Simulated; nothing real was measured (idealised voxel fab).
Presented below is a process module, voxel lift off.
275 nm wide, 5 nm square cells: that's cross-section cut.
Cross-sections here: square-cell grids, written as top-down lists of bands, a band being one or more rows of cells. Basically the band line says how high the top is and how high the bottom is, in nm, and then what's in it from left to right, every material with its width in nm. Empty space shows up as "air", and if a single material carries "everywhere" it runs the full band edge to edge. Ref level 0: as-received wafer is one material below here. Bottom band extends down with no lower bound ("from 0 down"). Per-row width for "30 to 40": begins at first number (top row of band), ends at second number (bottom row), increment between rows held constant. The designation "no alteration", where it is given for a processing step, indicates that no cell of the cross-section was altered in the course of that step. The entry titled "Voids lacking openings" provides the empty spaces that have no open way to the top, restricted to those of 8 cells or more. Each is presented as width x height at distance, the distance being measured from the left edge, with all three in nm. On each step's line, the part that comes after the settings is the simulator's own comment on the step. overlay nm: for a step with a mask, the amount by which the mask lay right of where it was planned; a negative amount means left of it.

THE PROCESS STEPS THAT WERE PLANNED ARE LISTED BELOW
1 RECEIVE with material Si
2 CONFORMAL_DEP with material Al2O3, thk nm 5
3 PATTERN with tone open, mask id LINES, material resist, width nm 25, pitch nm 45, thk nm 25, overlay nm 0
4 DIRECTIONAL_DEP with material Ru, thk nm 10
5 STRIP with etch materials resist
6 CONFORMAL_DEP with material SiCN, thk nm 10

CROSS-SECTION, INCOMING MATERIAL, AFTER STEP 1
* from 0 down | Si everywhere
* Voids lacking openings: none

FIRST WAFER AT THE END, AS PLANNED
* from 25 to 15 | air=70 | SiCN=135 | air=70
* from 15 to 5 | SiCN=80 | Ru=25 | SiCN=20 | Ru=25 | SiCN=20 | Ru=25 | SiCN=80
* from 5 to 0 | Al2O3 everywhere
* from 0 down | Si everywhere
* Voids lacking openings: none

THE SECOND WAFER, SHOWN IN CROSS-SECTION AFTER THE MODULE: STARTED THE SAME WAY AS THE FIRST AND GIVEN THE SAME PLAN, YET ONE MISTAKE CREPT INTO HOW IT WAS RUN
* from 25 to 15 | SiCN=90 | air=5 | SiCN=40 | air=5 | SiCN=40 | air=5 | SiCN=90
* from 15 to 5 | Ru=80 | SiCN=25 | Ru=20 | SiCN=25 | Ru=20 | SiCN=25 | Ru=80
* from 5 to 0 | Al2O3 everywhere
* from 0 down | Si everywhere
* Voids lacking openings: none
What went wrong in running the wafer? step 3 off recipe, ran as PATTERN with tone cover, mask id LINES, material resist, width nm 25, pitch nm 45, thk nm 25, overlay nm 0
Count the cells at the end and the second wafer has more or fewer of some materials than the first: Ru: 50 more
